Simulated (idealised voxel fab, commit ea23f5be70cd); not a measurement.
The following is a process module called voxel plated lines.
Cross-section cut spans 240 nm and uses square cells 5 nm in size.
Format of a cross-section: grid, square cells. Given as bands. Order: top down. Band: one or more rows of cells.
Band: top height; bottom height; in nm. Then, left to right: material with width in nm, for each material. "all across": a single material spanning edge to edge. "air": empty space.
Height datum 0, below which the as-received substrate wafer is one material. Lowest band open at the bottom, running downward: "0..down".
Width "30 to 40": first value at the band's top row of cells, second value at its bottom row, equal change from row to row.
Where the words "nothing altered" appear for a step, the cross-section shows no cell changed by that step; every cell remained as before.
"Closed internal cavities" enumerates empty spaces isolated from the top, with no open way to it, that contain at least 8 cells, giving each as width x height at distance from the left edge, all three in nm.
after a step's settings: what the simulator itself notes on the step
overlay nm: step with mask; distance mask lay right of planned place; negative value = left of planned place.

## The following list gives the planned process steps
1: RECEIVE (material Si)
2: CONFORMAL_DEP (material Al2O3; thk nm 10)
3: DIRECTIONAL_DEP (material TiN; thk nm 5)
4: PATTERN (tone open; mask id LINES; material resist; width nm 30; pitch nm 60; thk nm 30; overlay nm 0)
5: EPI (material Ru; thk nm 10)
6: EPI (material Ru; thk nm 10)
7: STRIP (etch materials resist)
8: DIRECTIONAL_ETCH (etch materials TiN; depth nm 5)
9: CONFORMAL_DEP (material SiN; thk nm 5)

## Run as planned: first of two wafers

## Received-state cross-section, reflecting completion of step 1
	0..down = Si all across
	Closed internal cavities: none

## The following cross-section depicts the wafer upon completion of step 2
	10..0 = Al2O3 all across
	For the remainder of the cross-section, below 0, there is no change.

## The following cross-section depicts the wafer upon completion of step 3
	15..10 = TiN all across
	For the remainder of the cross-section, below 10, there is no change.

## The following cross-section depicts the wafer upon completion of step 4
	45..15 = 15 of resist, 30 of air, 30 of resist, 30 of air, 30 of resist, 30 of air, 30 of resist, 30 of air, 15 of resist
	For the remainder of the cross-section, below 15, there is no change.

## The following cross-section depicts the wafer upon completion of step 5
	45..25 = 15 of resist, 30 of air, 30 of resist, 30 of air, 30 of resist, 30 of air, 30 of resist, 30 of air, 15 of resist
	25..15 = 15 of resist, 30 of Ru, 30 of resist, 30 of Ru, 30 of resist, 30 of Ru, 30 of resist, 30 of Ru, 15 of resist
	For the remainder of the cross-section, below 15, there is no change.

## The following cross-section depicts the wafer upon completion of step 6
	45..35 = 15 of resist, 30 of air, 30 of resist, 30 of air, 30 of resist, 30 of air, 30 of resist, 30 of air, 15 of resist
	35..15 = 15 of resist, 30 of Ru, 30 of resist, 30 of Ru, 30 of resist, 30 of Ru, 30 of resist, 30 of Ru, 15 of resist
	For the remainder of the cross-section, below 15, there is no change.

## The following cross-section depicts the wafer upon completion of step 7
	35..15 = 15 of air, 30 of Ru, 30 of air, 30 of Ru, 30 of air, 30 of Ru, 30 of air, 30 of Ru, 15 of air
	For the remainder of the cross-section, below 15, there is no change.

## The following cross-section depicts the wafer upon completion of step 8
	35..15 = 15 of air, 30 of Ru, 30 of air, 30 of Ru, 30 of air, 30 of Ru, 30 of air, 30 of Ru, 15 of air
	15..10 = 15 of air, 30 of TiN, 30 of air, 30 of TiN, 30 of air, 30 of TiN, 30 of air, 30 of TiN, 15 of air
	For the remainder of the cross-section, below 10, there is no change.

## The following cross-section depicts the wafer upon completion of step 9
	40..35 = 10 of air, 40 of SiN, 20 of air, 40 of SiN, 20 of air, 40 of SiN, 20 of air, 40 of SiN, 10 of air
	35..15 = 10 of air, 5 of SiN, 30 of Ru, 5 of SiN, 20 of air, 5 of SiN, 30 of Ru, 5 of SiN, 20 of air, 5 of SiN, 30 of Ru, 5 of SiN, 20 of air, 5 of SiN, 30 of Ru, 5 of SiN, 10 of air
	15..10 = 15 of SiN, 30 of TiN, 30 of SiN, 30 of TiN, 30 of SiN, 30 of TiN, 30 of SiN, 30 of TiN, 15 of SiN
	For the remainder of the cross-section, below 10, there is no change.

## Second wafer. Start and plan as for the first. One mistake made in running. Agrees with the first up to and including step 3

## Cross-section of the second wafer at the time by which step 4 should have been completed according to the plan
	45..15 = 20 of resist, 20 of air, 40 of resist, 20 of air, 40 of resist, 20 of air, 40 of resist, 20 of air, 20 of resist
	For the remainder of the cross-section, below 15, there is no change.

## Cross-section of the second wafer at the time by which step 5 should have been completed according to the plan
	45..25 = 20 of resist, 20 of air, 40 of resist, 20 of air, 40 of resist, 20 of air, 40 of resist, 20 of air, 20 of resist
	25..15 = 20 of resist, 20 of Ru, 40 of resist, 20 of Ru, 40 of resist, 20 of Ru, 40 of resist, 20 of Ru, 20 of resist
	For the remainder of the cross-section, below 15, there is no change.

## Cross-section of the second wafer at the time by which step 6 should have been completed according to the plan
	45..35 = 20 of resist, 20 of air, 40 of resist, 20 of air, 40 of resist, 20 of air, 40 of resist, 20 of air, 20 of resist
	35..15 = 20 of resist, 20 of Ru, 40 of resist, 20 of Ru, 40 of resist, 20 of Ru, 40 of resist, 20 of Ru, 20 of resist
	For the remainder of the cross-section, below 15, there is no change.

## Cross-section of the second wafer at the time by which step 7 should have been completed according to the plan
	35..15 = 20 of air, 20 of Ru, 40 of air, 20 of Ru, 40 of air, 20 of Ru, 40 of air, 20 of Ru, 20 of air
	For the remainder of the cross-section, below 15, there is no change.

## Cross-section of the second wafer at the time by which step 8 should have been completed according to the plan
	35..15 = 20 of air, 20 of Ru, 40 of air, 20 of Ru, 40 of air, 20 of Ru, 40 of air, 20 of Ru, 20 of air
	15..10 = 20 of air, 20 of TiN, 40 of air, 20 of TiN, 40 of air, 20 of TiN, 40 of air, 20 of TiN, 20 of air
	For the remainder of the cross-section, below 10, there is no change.

## Cross-section of the second wafer at the time by which step 9 should have been completed according to the plan
	40..35 = 15 of air, 30 of SiN, 30 of air, 30 of SiN, 30 of air, 30 of SiN, 30 of air, 30 of SiN, 15 of air
	35..15 = 15 of air, 5 of SiN, 20 of Ru, 5 of SiN, 30 of air, 5 of SiN, 20 of Ru, 5 of SiN, 30 of air, 5 of SiN, 20 of Ru, 5 of SiN, 30 of air, 5 of SiN, 20 of Ru, 5 of SiN, 15 of air
	15..10 = 20 of SiN, 20 of TiN, 40 of SiN, 20 of TiN, 40 of SiN, 20 of TiN, 40 of SiN, 20 of TiN, 20 of SiN
	For the remainder of the cross-section, below 10, there is no change.
Finding, execution versus plan: so step 4 ended up running with a different setting than we planned, it ran as PATTERN (tone open; mask id LINES; material resist; width nm 20; pitch nm 60; thk nm 30; overlay nm 0)
The closing comparison, in cells, has the second wafer with more or fewer of some materials than the first: -32 Ru; -8 TiN
